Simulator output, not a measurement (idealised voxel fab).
The following is a process module called voxel tone inversion.
Shown is cross-section cut, with a width of 285 nm and square cells of size 5 nm.
How to read a cross-section here: the picture is a grid of square cells, written as bands going from the top down, and any band can span one or more rows of cells.
Band: top and bottom heights (nm) first, top before bottom; then materials from left to right, widths in nm. "throughout" marks a sole material filling the band edge to edge. "empty" denotes empty space.
The reference from which all heights are counted is 0, the level beneath which the as-received wafer is entirely one material; the lowest band, having no lower bound, proceeds downward and is written after the example "z 0 and below".
Width "30..40": first value at the band's top row of cells, second value at its bottom row, equal change from row to row.
"no modification" (step): cross-section cells unchanged, all of them.
"Enclosed void entries" - sealed voids, min. 8 cells, no opening to top; format: width x height at distance (distance from left edge; nm throughout).
Step line, after settings: the simulator's comment on this step.
overlay nm: for a step with a mask, the amount by which the mask lay right of where it was planned; a negative amount means left of it.

Set out below are the planned steps of the process
1,op RECEIVE | material Si
2,op CONFORMAL_DEP | material SiN | thk nm 10
3,op DIRECTIONAL_DEP | material aC | thk nm 15
4,op PATTERN | tone cover | mask id POSTS | material resist | width nm 20 | pitch nm 45 | thk nm 20 | overlay nm 0
5,op DIRECTIONAL_ETCH | etch materials aC | depth nm 15
6,op STRIP | etch materials resist
7,op FILL_DEP | material SiO2 | thk nm 10
8,op CMP | height nm 25
9,op STRIP | etch materials aC

Account of the first of two wafers, which was processed as intended

As-received state of the wafer in cross-section, equivalent to post-step 1
    z 0 and below: Si throughout
    Enclosed void entries: none

The wafer in cross-section once step 2 is complete
    z 10 to 0: SiN throughout
    No changes below 0.

The wafer in cross-section once step 3 is complete
    z 25 to 10: aC throughout
    No changes below 10.

The wafer in cross-section once step 4 is complete
    z 45 to 25: empty 110 | resist 20 | empty 25 | resist 20 | empty 110
    No changes below 25.

The wafer in cross-section once step 5 is complete
    z 30 to 25: empty 110 | resist 20 | empty 25 | resist 20 | empty 110
    z 25 to 10: empty 110 | aC 20 | empty 25 | aC 20 | empty 110
    No changes below 10.

The wafer in cross-section once step 6 is complete
    z 25 to 10: empty 110 | aC 20 | empty 25 | aC 20 | empty 110
    No changes below 10.

The wafer in cross-section once step 7 is complete
    z 35 to 25: SiO2 throughout
    z 25 to 10: SiO2 110 | aC 20 | SiO2 25 | aC 20 | SiO2 110
    No changes below 10.

The wafer in cross-section once step 8 is complete
    z 25 to 10: SiO2 110 | aC 20 | SiO2 25 | aC 20 | SiO2 110
    No changes below 10.

The wafer in cross-section once step 9 is complete
    z 25 to 10: SiO2 110 | empty 20 | SiO2 25 | empty 20 | SiO2 110
    No changes below 10.

Second wafer: like start, like plan, one mistake. Through step 3 it matches the first wafer

What the second wafer looks like in cross-section when step 4 should have wrapped up
    z 45 to 25: empty 115 | resist 20 | empty 25 | resist 20 | empty 105
    No changes below 25.

What the second wafer looks like in cross-section when step 5 should have wrapped up
    z 30 to 25: empty 115 | resist 20 | empty 25 | resist 20 | empty 105
    z 25 to 10: empty 115 | aC 20 | empty 25 | aC 20 | empty 105
    No changes below 10.

What the second wafer looks like in cross-section when step 6 should have wrapped up
    z 25 to 10: empty 115 | aC 20 | empty 25 | aC 20 | empty 105
    No changes below 10.

What the second wafer looks like in cross-section when step 7 should have wrapped up
    z 35 to 25: SiO2 throughout
    z 25 to 10: SiO2 115 | aC 20 | SiO2 25 | aC 20 | SiO2 105
    No changes below 10.

What the second wafer looks like in cross-section when step 8 should have wrapped up
    z 25 to 10: SiO2 115 | aC 20 | SiO2 25 | aC 20 | SiO2 105
    No changes below 10.

What the second wafer looks like in cross-section when step 9 should have wrapped up
    z 25 to 10: SiO2 115 | empty 20 | SiO2 25 | empty 20 | SiO2 105
    No changes below 10.
The mistake made against the process plan was this: contrary to plan, step 4 was performed as op PATTERN | tone cover | mask id POSTS | material resist | width nm 20 | pitch nm 45 | thk nm 20 | overlay nm 5
The two final wafers agree on how many cells each material fills and disagree on which cells those are.
